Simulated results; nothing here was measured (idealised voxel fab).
Documented hereafter: the process module known as voxel capacitor over wiring.
255 nm wide, 5 nm square cells: that's cross-section cut.
Think of the cross-section as a grid of square cells. We describe it in bands, top to bottom, and each band covers one or more rows of those cells.
It is stipulated that each band's entry specify, in nanometres, the height of the top of the band and then that of its bottom, followed by the materials of the band in left-to-right sequence, each together with its width in nanometres. A single material marked by the word "all across" is understood to fill the band from edge to edge; the word "air" is understood to denote empty space.
Ref level 0: as-received wafer is one material below here. Bottom band extends down with no lower bound ("0..down").
Note: "30->40" means the width goes from the first number (top row of the band) to the second number (bottom row) in equal steps per row of cells.
Key: "remains unaltered" - step with no changed cell in the cross-section.
"Closed void register" lists enclosed empty spaces (at least 8 cells, no open path upward to the top), each as width x height at distance from the left edge, in nm.
Where a step's line continues beyond its settings, the continuation is a remark by the simulator itself on that step.
If you see "overlay nm" on a step's line and that step has a mask, it's telling you how far right of where it was planned the mask ended up; a negative number means it went left instead.
This section lists the process steps that were planned:
1. RECEIVE with material Si
2. CONFORMAL_DEP with material SiO2, thk nm 15
3. CONFORMAL_DEP with material SiCN, thk nm 5
4. DIRECTIONAL_DEP with material lowk, thk nm 15
5. PATTERN with tone open, mask id METAL_1, material resist, width nm 25, pitch nm 90, thk nm 15, overlay nm 0
6. DIRECTIONAL_ETCH with etch materials lowk, depth nm 15
7. DIRECTIONAL_ETCH with etch materials SiCN, depth nm 5
8. STRIP with etch materials resist
9. CONFORMAL_DEP with material TiN, thk nm 5
10. FILL_DEP with material Cu, thk nm 5
11. CMP with height nm 35
12. EPI with material Ru, thk nm 5
13. FILL_DEP with material SiCN, thk nm 5
14. DIRECTIONAL_DEP with material lowk, thk nm 15
15. DIRECTIONAL_DEP with material aC, thk nm 10
16. PATTERN with tone open, mask id PLUG_1, material resist, width nm 15, thk nm 25, overlay nm 0
17. DIRECTIONAL_ETCH with etch materials aC, depth nm 10
18. STRIP with etch materials resist
19. DIRECTIONAL_ETCH with etch materials lowk, depth nm 15
20. DIRECTIONAL_ETCH with etch materials SiCN, depth nm 5
21. STRIP with etch materials aC
22. EPI with material Ru, thk nm 10
23. EPI with material Ru, thk nm 10
24. DIRECTIONAL_DEP with material TiN, thk nm 5
25. DIRECTIONAL_DEP with material SiN, thk nm 5
26. DIRECTIONAL_DEP with material TiN, thk nm 10
27. MASKED_ETCH with tone cover, mask id UPPER_PLATE, width nm 70, etch materials TiN, depth nm 10, overlay nm 0
28. MASKED_ETCH with tone cover, mask id UPPER_PLATE, width nm 70, etch materials SiN, depth nm 5, overlay nm 0
29. PATTERN with tone cover, mask id LOWER_PLATE, material resist, width nm 80, thk nm 15, overlay nm 0
30. DIRECTIONAL_ETCH with etch materials TiN, depth nm 5
31. STRIP with etch materials resist
32. FILL_DEP with material SiO2, thk nm 15
33. CMP with height nm 90
34. PATTERN with tone open, mask id PLUG_2, material resist, width nm 15, thk nm 15, overlay nm 0
35. DIRECTIONAL_ETCH with etch materials SiO2, depth nm 10
36. STRIP with etch materials resist
37. CONFORMAL_DEP with material TiN, thk nm 5
38. FILL_DEP with material W, thk nm 5
39. CMP with height nm 90
40. CONFORMAL_DEP with material SiN, thk nm 5
Wafer as received: cross-section following step 1:
0..down: Si all across
Closed void register: none
Starting wafer: above. Plan: above. Run: one mistake. Cross-section after the module: below:
95..90: SiN all across
90..85: SiO2=90, then TiN=5, then W=5, then TiN=5, then SiO2=150
85..80: SiO2=90, then TiN=15, then SiO2=150
80..70: SiO2=80, then TiN=70, then SiO2=105
70..65: SiO2=80, then SiN=70, then SiO2=105
65..60: SiO2=75, then TiN=85, then SiO2=95
60..45: lowk=80, then Ru=15, then lowk=160
45..40: SiCN=80, then Ru=15, then SiCN=160
40..35: SiCN=65, then Ru=35, then SiCN=55, then Ru=35, then SiCN=65
35..20: lowk=70, then TiN=5, then Cu=15, then TiN=5, then lowk=65, then TiN=5, then Cu=15, then TiN=5, then lowk=70
20..15: SiCN=70, then TiN=25, then SiCN=65, then TiN=25, then SiCN=70
15..0: SiO2 all across
0..down: Si all across
Closed void register: none
Where did the run depart from the plan? not per plan at step 29, really ran PATTERN with tone cover, mask id LOWER_PLATE, material resist, width nm 85, thk nm 15, overlay nm 0
